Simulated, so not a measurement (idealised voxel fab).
Module name: voxel trench capacitor (process module)
cross-section cut | 265 nm wide | cells 5 nm
Notation: cross-section as square-cell grid; stated in bands, top first, going down; one or more cell rows per band. The entry gives the band's vertical extent as a top height and a bottom height in nm, then its horizontal make-up as materials from left to right, each with a width in nm. "empty" stands for empty space; a single material marked "throughout" fills the band edge to edge. Counting heights begins at 0, where everything beneath is, in the wafer as received, one material. The lowest band has no bottom; it goes on downwards, as "0 down" shows. Width "30..40": first value at the band's top row of cells, second value at its bottom row, equal change from row to row. When a step is marked "no alteration", none of the cells in the cross-section changed during that step. Empty spaces counting at least 8 cells and having no open way to the top are listed in "Closed void inventory". The notation width x height at distance is used for each, the distance being from the left edge and all three values in nm. What comes after the settings on a step's line is commentary from the simulator itself on that step. "overlay nm", when on a step's line for a step with a mask, measures how far to the right of its planned place the mask lay; a negative measure means to the left.
BELOW IS THE LIST OF PLANNED PROCESS STEPS
1) op RECEIVE | material Si
2) op CONFORMAL_DEP | material SiN | thk nm 5
3) op MASKED_ETCH | tone open | mask id TRENCH | width nm 25 | pitch nm 45 | etch materials SiN | depth nm 5 | overlay nm 0
4) op MASKED_ETCH | tone open | mask id TRENCH | width nm 25 | pitch nm 45 | etch materials Si | depth nm 30 | overlay nm 0
5) op CONFORMAL_DEP | material HfO2 | thk nm 5
6) op CONFORMAL_DEP | material TiN | thk nm 5
7) op FILL_DEP | material W | thk nm 5
8) op CMP | height nm 5
RECEIVED-STATE CROSS-SECTION, REFLECTING COMPLETION OF STEP 1
> 0 down = Si throughout
> Closed void inventory: none
FIRST WAFER AT THE END, AS PLANNED
> 5 to 0 = 75 of SiN / 5 of HfO2 / 5 of TiN / 5 of W / 5 of TiN / 5 of HfO2 / 20 of SiN / 5 of HfO2 / 5 of TiN / 5 of W / 5 of TiN / 5 of HfO2 / 20 of SiN / 5 of HfO2 / 5 of TiN / 5 of W / 5 of TiN / 5 of HfO2 / 75 of SiN
> 0 to -20 = 75 of Si / 5 of HfO2 / 5 of TiN / 5 of W / 5 of TiN / 5 of HfO2 / 20 of Si / 5 of HfO2 / 5 of TiN / 5 of W / 5 of TiN / 5 of HfO2 / 20 of Si / 5 of HfO2 / 5 of TiN / 5 of W / 5 of TiN / 5 of HfO2 / 75 of Si
> -20 to -25 = 75 of Si / 5 of HfO2 / 15 of TiN / 5 of HfO2 / 20 of Si / 5 of HfO2 / 15 of TiN / 5 of HfO2 / 20 of Si / 5 of HfO2 / 15 of TiN / 5 of HfO2 / 75 of Si
> -25 to -30 = 75 of Si / 25 of HfO2 / 20 of Si / 25 of HfO2 / 20 of Si / 25 of HfO2 / 75 of Si
> -30 down = Si throughout
> Closed void inventory: none
THIS IS THE SECOND OF THE TWO WAFERS, CROSS-SECTIONED AT THE END OF THE MODULE; IT STARTED EXACTLY LIKE THE FIRST AND WAS GIVEN THE SAME PLAN, BUT IT WAS RUN WITH ONE MISTAKE
> 5 to 0 = 75 of SiN / 5 of HfO2 / 5 of TiN / 5 of W / 5 of TiN / 5 of HfO2 / 20 of SiN / 5 of HfO2 / 5 of TiN / 5 of W / 5 of TiN / 5 of HfO2 / 20 of SiN / 5 of HfO2 / 5 of TiN / 5 of W / 5 of TiN / 5 of HfO2 / 75 of SiN
> 0 to -50 = 75 of Si / 5 of HfO2 / 5 of TiN / 5 of W / 5 of TiN / 5 of HfO2 / 20 of Si / 5 of HfO2 / 5 of TiN / 5 of W / 5 of TiN / 5 of HfO2 / 20 of Si / 5 of HfO2 / 5 of TiN / 5 of W / 5 of TiN / 5 of HfO2 / 75 of Si
> -50 to -55 = 75 of Si / 5 of HfO2 / 15 of TiN / 5 of HfO2 / 20 of Si / 5 of HfO2 / 15 of TiN / 5 of HfO2 / 20 of Si / 5 of HfO2 / 15 of TiN / 5 of HfO2 / 75 of Si
> -55 to -60 = 75 of Si / 25 of HfO2 / 20 of Si / 25 of HfO2 / 20 of Si / 25 of HfO2 / 75 of Si
> -60 down = Si throughout
> Closed void inventory: none
Deviation noted in wafer processing: it should be noted that step 4 of the plan was executed twice
The second wafer ends with more or fewer cells of some materials than the first, per final count: HfO2 +36; Si -90; TiN +36; W +18
